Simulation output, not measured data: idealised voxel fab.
process module | voxel transistor to metal
cross-section cut | 140 nm wide | cells 5 nm
A cross-section is a grid of square cells, given in bands from the top down. A band is one or more rows of cells.
Each band's line starts with the height of the band's top and of its bottom, in nm. Then come its materials from left to right, each with its width in nm. One material with "throughout" fills the band from edge to edge. "air" is empty space.
Height 0 is the level under which the wafer as received is all one material. The lowest band goes on downwards, as in "0 down".
A width such as "30 to 40" changes by the same amount from each row of cells to the next, from the band's top row to its bottom row.
"no change" after a step means that no cell of the cross-section changed.
closed voids: empty space of 8 cells or more with no open way to the top, each as width x height at its distance from the left edge, in nm
after a step's settings: what the simulator itself notes on the step
overlay nm, on a step with a mask: how far to the right of its planned place the mask lay; to the left if negative
plan
1 op RECEIVE | material Si
2 op OXIDIZE | depth nm 5
3 op CONFORMAL_DEP | material SiN | thk nm 10
4 op PATTERN | tone cover | mask id ACTIVE | material resist | width nm 105 | thk nm 15 | overlay nm 0
5 op DIRECTIONAL_ETCH | etch materials SiN | depth nm 10
6 op DIRECTIONAL_ETCH | etch materials SiO2 | depth nm 5
7 op DIRECTIONAL_ETCH | etch materials Si | depth nm 25
8 op STRIP | etch materials resist
9 op OXIDIZE | depth nm 5
10 op FILL_DEP | material SiO2 | thk nm 5
11 op CMP | height nm 10
12 op SELECTIVE_ETCH | etch materials SiO2 | depth nm 10
13 op STRIP | etch materials SiN
14 op SELECTIVE_ETCH | etch materials SiO2 | depth nm 5
15 op OXIDIZE | depth nm 5
16 op DIRECTIONAL_DEP | material polySi | thk nm 25
17 op DIRECTIONAL_DEP | material SiCN | thk nm 15
18 op PATTERN | tone cover | mask id GATE | material resist | width nm 15 | thk nm 20 | overlay nm 0
19 op DIRECTIONAL_ETCH | etch materials SiCN | depth nm 25
20 op DIRECTIONAL_ETCH | etch materials polySi | depth nm 35
21 op STRIP | etch materials resist
22 op CONFORMAL_DEP | material SiO2 | thk nm 5
23 op DIRECTIONAL_ETCH | etch materials SiO2 | depth nm 5
24 op CONFORMAL_DEP | material SiN | thk nm 5
25 op DIRECTIONAL_ETCH | etch materials SiN | depth nm 5
26 op DIRECTIONAL_ETCH | etch materials SiO2 | depth nm 5
27 op DIRECTIONAL_ETCH | etch materials Si | depth nm 10
28 op EPI | material SiGe | thk nm 10
29 op FILL_DEP | material SiO2 | thk nm 10
30 op CMP | height nm 35
31 op DIRECTIONAL_DEP | material SiO2 | thk nm 15
32 op MASKED_ETCH | tone open | mask id CONTACT | width nm 20 | pitch nm 75 | etch materials SiO2 | depth nm 60 | overlay nm 0
33 op CONFORMAL_DEP | material TiN | thk nm 5
34 op FILL_DEP | material W | thk nm 5
35 op CMP | height nm 50
36 op CONFORMAL_DEP | material SiN | thk nm 5
37 op DIRECTIONAL_DEP | material SiO2 | thk nm 25
38 op MASKED_ETCH | tone open | mask id METAL_1 | width nm 20 | pitch nm 75 | etch materials SiO2 | depth nm 25 | overlay nm 0
39 op MASKED_ETCH | tone open | mask id METAL_1 | width nm 20 | pitch nm 75 | etch materials SiN | depth nm 5 | overlay nm 0
40 op CONFORMAL_DEP | material TiN | thk nm 5
41 op FILL_DEP | material Cu | thk nm 10
42 op CMP | height nm 80
43 op CONFORMAL_DEP | material SiCN | thk nm 5
44 op DIRECTIONAL_DEP | material SiO2 | thk nm 35
45 op MASKED_ETCH | tone open | mask id METAL_2_HOLES | width nm 15 | pitch nm 75 | etch materials SiO2 | depth nm 35 | overlay nm 0
46 op DIRECTIONAL_DEP | material aC | thk nm 15
47 op PATTERN | tone open | mask id METAL_2 | material resist | width nm 20 | pitch nm 75 | thk nm 35 | overlay nm 0
48 op DIRECTIONAL_ETCH | etch materials aC | depth nm 15
49 op STRIP | etch materials resist
50 op DIRECTIONAL_ETCH | etch materials SiO2 | depth nm 20
51 op DIRECTIONAL_ETCH | etch materials SiCN | depth nm 5
52 op STRIP | etch materials aC
53 op CONFORMAL_DEP | material TiN | thk nm 5
54 op FILL_DEP | material Ru | thk nm 10
55 op CMP | height nm 120
56 op CONFORMAL_DEP | material SiN | thk nm 5
as received, after step 1
  0 down: Si throughout
  closed voids: none
first wafer at the end, as planned
  125 to 120: SiN throughout
  120 to 105: SiO2 20 | TiN 5 | Ru 10 | TiN 5 | SiO2 55 | TiN 5 | Ru 10 | TiN 5 | SiO2 25
  105 to 100: SiO2 20 | TiN 5 | Ru 5 | TiN 10 | SiO2 55 | TiN 5 | Ru 5 | TiN 10 | SiO2 25
  100 to 85: SiO2 20 | TiN 5 | Ru 5 | TiN 5 | SiO2 60 | TiN 5 | Ru 5 | TiN 5 | SiO2 30
  85 to 80: SiCN 20 | TiN 15 | SiCN 60 | TiN 15 | SiCN 30
  80 to 55: SiO2 20 | TiN 5 | Cu 10 | TiN 5 | SiO2 55 | TiN 5 | Cu 10 | TiN 5 | SiO2 25
  55 to 50: SiN 20 | TiN 20 | SiN 55 | TiN 20 | SiN 25
  50 to 35: SiO2 20 | TiN 5 | W 10 | TiN 5 | SiO2 55 | TiN 5 | W 10 | TiN 5 | SiO2 25
  35 to 20: SiO2 20 | TiN 5 | W 10 | TiN 5 | SiO2 10 | SiN 5 | SiO2 5 | SiCN 15 | SiO2 5 | SiN 5 | SiO2 10 | TiN 5 | W 10 | TiN 5 | SiO2 25
  20 to 0: SiO2 20 | TiN 5 | W 10 | TiN 5 | SiO2 10 | SiN 5 | SiO2 5 | polySi 15 | SiO2 5 | SiN 5 | SiO2 10 | TiN 5 | W 10 | TiN 5 | SiO2 25
  0 to -5: SiO2 20 | TiN 5 | W 10 | TiN 5 | SiGe 10 | SiN 5 | SiO2 5 | polySi 15 | SiO2 5 | SiN 5 | SiGe 10 | TiN 5 | W 10 | TiN 5 | SiO2 25
  -5 to -10: SiO2 20 | TiN 20 | SiGe 10 | SiO2 35 | SiGe 10 | TiN 20 | SiO2 25
  -10 to -20: SiO2 20 | SiGe 30 | Si 35 | SiGe 30 | SiO2 25
  -20 to -35: SiO2 20 | Si 95 | SiO2 25
  -35 down: Si throughout
  closed voids: none
second wafer at the end: like start, like plan, one mistake
  125 to 120: SiN throughout
  120 to 105: SiO2 20 | TiN 5 | Ru 10 | TiN 5 | SiO2 55 | TiN 5 | Ru 10 | TiN 5 | SiO2 25
  105 to 100: SiO2 20 | TiN 5 | Ru 5 | TiN 10 | SiO2 55 | TiN 5 | Ru 5 | TiN 10 | SiO2 25
  100 to 85: SiO2 20 | TiN 5 | Ru 5 | TiN 5 | SiO2 60 | TiN 5 | Ru 5 | TiN 5 | SiO2 30
  85 to 80: SiCN 20 | TiN 15 | SiCN 60 | TiN 15 | SiCN 30
  80 to 55: SiO2 20 | TiN 5 | Cu 10 | TiN 5 | SiO2 55 | TiN 5 | Cu 10 | TiN 5 | SiO2 25
  55 to 50: SiN 20 | TiN 20 | SiN 55 | TiN 20 | SiN 25
  50 to 35: SiO2 20 | TiN 5 | W 10 | TiN 5 | SiO2 55 | TiN 5 | W 10 | TiN 5 | SiO2 25
  35 to 30: SiO2 20 | TiN 5 | W 10 | TiN 5 | SiO2 10 | SiN 5 | SiO2 5 | SiCN 15 | SiO2 5 | SiN 5 | SiO2 10 | TiN 5 | W 10 | TiN 5 | SiO2 25
  30 to 25: SiO2 20 | TiN 20 | SiO2 10 | SiN 5 | SiO2 5 | SiCN 15 | SiO2 5 | SiN 5 | SiO2 10 | TiN 20 | SiO2 25
  25 to 20: SiCN throughout
  20 to -5: polySi throughout
  -5 to -10: SiO2 throughout
  -10 to -35: SiO2 20 | Si 95 | SiO2 25
  -35 down: Si throughout
  closed voids: none
what went wrong: step 17 was run twice
at the end the second wafer has, in cells: 24 more of Si | 25 more of SiCN | 32 fewer of SiGe | 12 fewer of SiN | 74 fewer of SiO2 | 28 fewer of TiN | 28 fewer of W | 125 more of polySi
